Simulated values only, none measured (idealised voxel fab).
You're looking at the process module voxel local oxidation.
The width of the displayed cross-section, cut, is 265 nm; its cells are square, with a size of 5 nm.
In this document a cross-section is written as a grid of square cells. It is given as a series of bands, listed from the top down, and a band is one or more rows of cells.
Per band: top height and bottom height in nm, followed by the left-to-right materials and their widths in nm; "throughout" marks a single material spanning edge to edge, "air" marks empty space.
Measure heights from 0. That's the level where, below it, the as-received wafer is all one material. The lowest band is bottomless and extends downward; write it as in "top 0, no bottom".
Top row gets the first number, bottom row gets the second, and each row in between changes by the same step: that is how a band width like "30..40" works.
The cross-section has no changed cell in any step marked "remained the same".
"Closed void inventory": empty spaces of 8 cells or more with no open way to the top, each given as width x height at distance, distance from the left edge, all in nm.
Text after the settings on a step's line: the simulator's own remark on that step.
The "overlay nm" setting may appear on a step's line; for a step that uses a mask, it gives how far to the right of its planned position the mask lay, and a negative value indicates the left.

### Intended process steps
1: RECEIVE [material Si]
2: CONFORMAL_DEP [material SiO2] [thk nm 5]
3: CONFORMAL_DEP [material SiN] [thk nm 15]
4: DIRECTIONAL_DEP [material aC] [thk nm 15]
5: PATTERN [tone cover] [mask id ACTIVE] [material resist] [width nm 115] [thk nm 35] [overlay nm 0]
6: DIRECTIONAL_ETCH [etch materials aC] [depth nm 15]
7: STRIP [etch materials resist]
8: DIRECTIONAL_ETCH [etch materials SiN] [depth nm 15]
9: STRIP [etch materials aC]
10: SELECTIVE_ETCH [etch materials SiO2] [depth nm 5]
11: OXIDIZE [depth nm 10]
12: STRIP [etch materials SiN]

### Cross-section of the wafer upon arrival, representing the state reached after step 1
* top 0, no bottom: Si throughout
* Closed void inventory: none

### Cross-section, first of two wafers, end of module, run as planned
* top 5, bottom 0: air=80; SiO2=105; air=80
* top 0, bottom -10: SiO2=90; Si=85; SiO2=90
* top -10, no bottom: Si throughout
* Closed void inventory: none

### What the second wafer looks like in cross-section once the module is done. Its start and its plan matched the first wafer's exactly; what differed was one mistake in how it was run
* top 0, bottom -10: SiO2=85; Si=95; SiO2=85
* top -10, no bottom: Si throughout
* Closed void inventory: none
Deviation noted in wafer processing: the plan's step 2 went unexecuted, having been skipped
The final cell counts differ between the wafers, with the second having more or fewer of some materials than the first: Si +4, SiO2 -25
